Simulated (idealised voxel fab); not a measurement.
Process module, titled voxel transistor to metal
The cross-section shown here is cut; it is 150 nm wide and divided into square cells measuring 5 nm on a side.
Cross-section, as written here: a square-cell grid given band by band from the top down, where a band holds one or more rows of cells.
What a band's entry tells you: where the top is and where the bottom is, as heights in nm, and after that what lies inside, material by material from left to right, each with its width in nm. Empty space is written as the word "air", and a single material marked with the word "edge to edge" occupies the band from edge to edge.
The level at which height equals 0 is the one under which the wafer, as it arrives, is entirely one material. No lower edge exists for the bottom band, which continues downward and is notated as in "z 0 and below".
Per-row width for "30..40": begins at first number (top row of band), ends at second number (bottom row), increment between rows held constant.
"no alterations made", as given for a step, is the statement that not any cell of the cross-section underwent a change during that step.
You'll see "Fully closed voids" listing empty spaces that have no way open to the top, as long as they're 8 cells or more; the notation is width x height at distance, where the distance is from the left edge, and all of it is in nm.
That trailing text on a step's line, after the settings, is the simulator's own remark on the step.
On any step carrying a mask, the "overlay nm" setting, if present on the step's line, tells how far right of its planned place the mask lay; negative values point to the left.

## Planned process steps
| 1 | RECEIVE with material Si |
| 2 | OXIDIZE with depth nm 5 |
| 3 | CONFORMAL_DEP with material SiN, thk nm 15 |
| 4 | PATTERN with tone cover, mask id ACTIVE, material resist, width nm 115, thk nm 15, overlay nm 0 |
| 5 | DIRECTIONAL_ETCH with etch materials SiN, depth nm 15 |
| 6 | DIRECTIONAL_ETCH with etch materials SiO2, depth nm 5 |
| 7 | DIRECTIONAL_ETCH with etch materials Si, depth nm 35 |
| 8 | STRIP with etch materials resist |
| 9 | FILL_DEP with material SiO2, thk nm 15 |
| 10 | CMP with height nm 15 |
| 11 | SELECTIVE_ETCH with etch materials SiO2, depth nm 5 |
| 12 | STRIP with etch materials SiN |
| 13 | SELECTIVE_ETCH with etch materials SiO2, depth nm 5 |
| 14 | OXIDIZE with depth nm 5 |
| 15 | DIRECTIONAL_DEP with material polySi, thk nm 30 |
| 16 | DIRECTIONAL_DEP with material SiCN, thk nm 15 |
| 17 | DIRECTIONAL_DEP with material aC, thk nm 15 |
| 18 | PATTERN with tone cover, mask id GATE, material resist, width nm 35, thk nm 35, overlay nm 0 |
| 19 | DIRECTIONAL_ETCH with etch materials aC, depth nm 15 |
| 20 | STRIP with etch materials resist |
| 21 | DIRECTIONAL_ETCH with etch materials SiCN, depth nm 25 |
| 22 | DIRECTIONAL_ETCH with etch materials polySi, depth nm 40 |
| 23 | STRIP with etch materials aC |
| 24 | CONFORMAL_DEP with material SiO2, thk nm 5 |
| 25 | DIRECTIONAL_ETCH with etch materials SiO2, depth nm 5 |
| 26 | CONFORMAL_DEP with material SiN, thk nm 5 |
| 27 | DIRECTIONAL_ETCH with etch materials SiN, depth nm 5 |
| 28 | DIRECTIONAL_ETCH with etch materials SiO2, depth nm 5 |
| 29 | DIRECTIONAL_ETCH with etch materials Si, depth nm 5 |
| 30 | EPI with material nSi, thk nm 5 |
| 31 | FILL_DEP with material SiO2, thk nm 5 |
| 32 | CMP with height nm 25 |
| 33 | STRIP with etch materials polySi |
| 34 | SELECTIVE_ETCH with etch materials SiO2, depth nm 5 |
| 35 | CONFORMAL_DEP with material HfO2, thk nm 5 |
| 36 | CONFORMAL_DEP with material TiN, thk nm 5 |
| 37 | FILL_DEP with material W, thk nm 5 |
| 38 | CMP with height nm 20 |
| 39 | DIRECTIONAL_DEP with material SiO2, thk nm 10 |
| 40 | MASKED_ETCH with tone open, mask id CONTACT, width nm 15, pitch nm 90, etch materials SiO2, depth nm 40, overlay nm 0 |
| 41 | CONFORMAL_DEP with material TiN, thk nm 5 |
| 42 | FILL_DEP with material W, thk nm 10 |
| 43 | CMP with height nm 30 |
| 44 | CONFORMAL_DEP with material SiCN, thk nm 5 |
| 45 | DIRECTIONAL_DEP with material lowk, thk nm 15 |
| 46 | PATTERN with tone open, mask id METAL_1, material resist, width nm 15, pitch nm 90, thk nm 15, overlay nm -5 |
| 47 | DIRECTIONAL_ETCH with etch materials lowk, depth nm 15 |
| 48 | DIRECTIONAL_ETCH with etch materials SiCN, depth nm 5 |
| 49 | STRIP with etch materials resist |
| 50 | CONFORMAL_DEP with material TiN, thk nm 5 |
| 51 | FILL_DEP with material W, thk nm 5 |
| 52 | CMP with height nm 50 |
| 53 | EPI with material Ru, thk nm 5 |
| 54 | FILL_DEP with material SiCN, thk nm 5 |
| 55 | DIRECTIONAL_DEP with material SiO2, thk nm 30 |
| 56 | DIRECTIONAL_DEP with material aC, thk nm 15 |
| 57 | PATTERN with tone open, mask id METAL_2, material resist, width nm 15, pitch nm 90, thk nm 35, overlay nm 0 |
| 58 | DIRECTIONAL_ETCH with etch materials aC, depth nm 15 |
| 59 | STRIP with etch materials resist |
| 60 | DIRECTIONAL_ETCH with etch materials SiO2, depth nm 15 |
| 61 | STRIP with etch materials aC |
| 62 | MASKED_ETCH with tone open, mask id METAL_2_HOLES, width nm 15, pitch nm 90, etch materials SiO2, depth nm 15, overlay nm 0 |
| 63 | MASKED_ETCH with tone open, mask id METAL_2_HOLES, width nm 15, pitch nm 90, etch materials SiCN, depth nm 5, overlay nm 0 |
| 64 | CONFORMAL_DEP with material TiN, thk nm 5 |
| 65 | FILL_DEP with material Cu, thk nm 10 |
| 66 | CMP with height nm 90 |
| 67 | CONFORMAL_DEP with material SiCN, thk nm 5 |
Variable across wafers: step 46 overlay nm (plan value is that of the first wafer; starting state common to all).

## The first of several wafers in cross-section, exactly as it reached us after step 1
  z 0 and below | Si edge to edge
  Fully closed voids: none

## Post step 67, the closing step of the module: first of several wafers, cross-sectioned
  z 95 to 90 | SiCN edge to edge
  z 90 to 60 | SiO2 (20); TiN (5); Cu (5); TiN (5); SiO2 (75); TiN (5); Cu (5); TiN (5); SiO2 (25)
  z 60 to 55 | SiCN (20); TiN (15); SiCN (75); TiN (15); SiCN (25)
  z 55 to 50 | SiCN (10); Ru (25); SiCN (65); Ru (25); SiCN (25)
  z 50 to 35 | lowk (15); TiN (5); W (5); TiN (5); lowk (75); TiN (5); W (5); TiN (5); lowk (30)
  z 35 to 30 | SiCN (15); TiN (15); SiCN (75); TiN (15); SiCN (30)
  z 30 to 20 | SiO2 (20); TiN (5); W (5); TiN (5); SiO2 (75); TiN (5); W (5); TiN (5); SiO2 (25)
  z 20 to 5 | SiO2 (20); TiN (5); W (5); TiN (5); SiO2 (10); SiN (5); HfO2 (5); TiN (5); W (25); TiN (5); HfO2 (5); SiN (5); SiO2 (10); TiN (5); W (5); TiN (5); SiO2 (25)
  z 5 to 0 | SiO2 (15); SiN (5); TiN (5); W (5); TiN (5); SiO2 (10); SiN (5); HfO2 (5); TiN (5); W (25); TiN (5); HfO2 (5); SiN (5); SiO2 (10); TiN (5); W (5); TiN (5); SiN (5); SiO2 (20)
  z 0 to -5 | SiO2 (15); SiN (5); TiN (15); SiO2 (10); SiN (5); HfO2 (5); TiN (35); HfO2 (5); SiN (5); SiO2 (10); TiN (15); SiN (5); SiO2 (20)
  z -5 to -10 | SiO2 (20); nSi (5); TiN (10); SiO2 (5); nSi (5); SiO2 (5); HfO2 (45); SiO2 (5); nSi (5); SiO2 (5); TiN (10); nSi (5); SiO2 (25)
  z -10 to -15 | SiO2 (15); Si (5); nSi (25); Si (55); nSi (25); Si (5); SiO2 (20)
  z -15 to -40 | SiO2 (15); Si (115); SiO2 (20)
  z -40 and below | Si edge to edge
  Fully closed voids: none

## Last wafer, end of module, cross-section
  z 95 to 90 | SiCN edge to edge
  z 90 to 60 | SiO2 (20); TiN (5); Cu (5); TiN (5); SiO2 (75); TiN (5); Cu (5); TiN (5); SiO2 (25)
  z 60 to 55 | SiCN (20); TiN (15); SiCN (75); TiN (15); SiCN (25)
  z 55 to 50 | SiCN (25); Ru (25); SiCN (65); Ru (25); SiCN (10)
  z 50 to 35 | lowk (30); TiN (5); W (5); TiN (5); lowk (75); TiN (5); W (5); TiN (5); lowk (15)
  z 35 to 30 | SiCN (30); TiN (15); SiCN (75); TiN (15); SiCN (15)
  z 30 to 20 | SiO2 (20); TiN (5); W (5); TiN (5); SiO2 (75); TiN (5); W (5); TiN (5); SiO2 (25)
  z 20 to 5 | SiO2 (20); TiN (5); W (5); TiN (5); SiO2 (10); SiN (5); HfO2 (5); TiN (5); W (25); TiN (5); HfO2 (5); SiN (5); SiO2 (10); TiN (5); W (5); TiN (5); SiO2 (25)
  z 5 to 0 | SiO2 (15); SiN (5); TiN (5); W (5); TiN (5); SiO2 (10); SiN (5); HfO2 (5); TiN (5); W (25); TiN (5); HfO2 (5); SiN (5); SiO2 (10); TiN (5); W (5); TiN (5); SiN (5); SiO2 (20)
  z 0 to -5 | SiO2 (15); SiN (5); TiN (15); SiO2 (10); SiN (5); HfO2 (5); TiN (35); HfO2 (5); SiN (5); SiO2 (10); TiN (15); SiN (5); SiO2 (20)
  z -5 to -10 | SiO2 (20); nSi (5); TiN (10); SiO2 (5); nSi (5); SiO2 (5); HfO2 (45); SiO2 (5); nSi (5); SiO2 (5); TiN (10); nSi (5); SiO2 (25)
  z -10 to -15 | SiO2 (15); Si (5); nSi (25); Si (55); nSi (25); Si (5); SiO2 (20)
  z -15 to -40 | SiO2 (15); Si (115); SiO2 (20)
  z -40 and below | Si edge to edge
  Fully closed voids: none

## Rows = wafers. At module end, each row lists per material the cells gained (+) or lost (-) since the wafer was received, then the closed voids
overlay nm -5 | +12 Cu | +19 HfO2 | +10 Ru | -112 Si | +98 SiCN | +14 SiN | +308 SiO2 | +97 TiN | +38 W | +72 lowk | +14 nSi | Fully closed voids: none
overlay nm 0 | +12 Cu | +19 HfO2 | +10 Ru | -112 Si | +98 SiCN | +14 SiN | +308 SiO2 | +97 TiN | +38 W | +72 lowk | +14 nSi | Fully closed voids: none
overlay nm 5 | +12 Cu | +19 HfO2 | +10 Ru | -112 Si | +98 SiCN | +14 SiN | +308 SiO2 | +97 TiN | +38 W | +72 lowk | +14 nSi | Fully closed voids: none
overlay nm 10 | +12 Cu | +19 HfO2 | +10 Ru | -112 Si | +98 SiCN | +14 SiN | +308 SiO2 | +97 TiN | +38 W | +72 lowk | +14 nSi | Fully closed voids: none
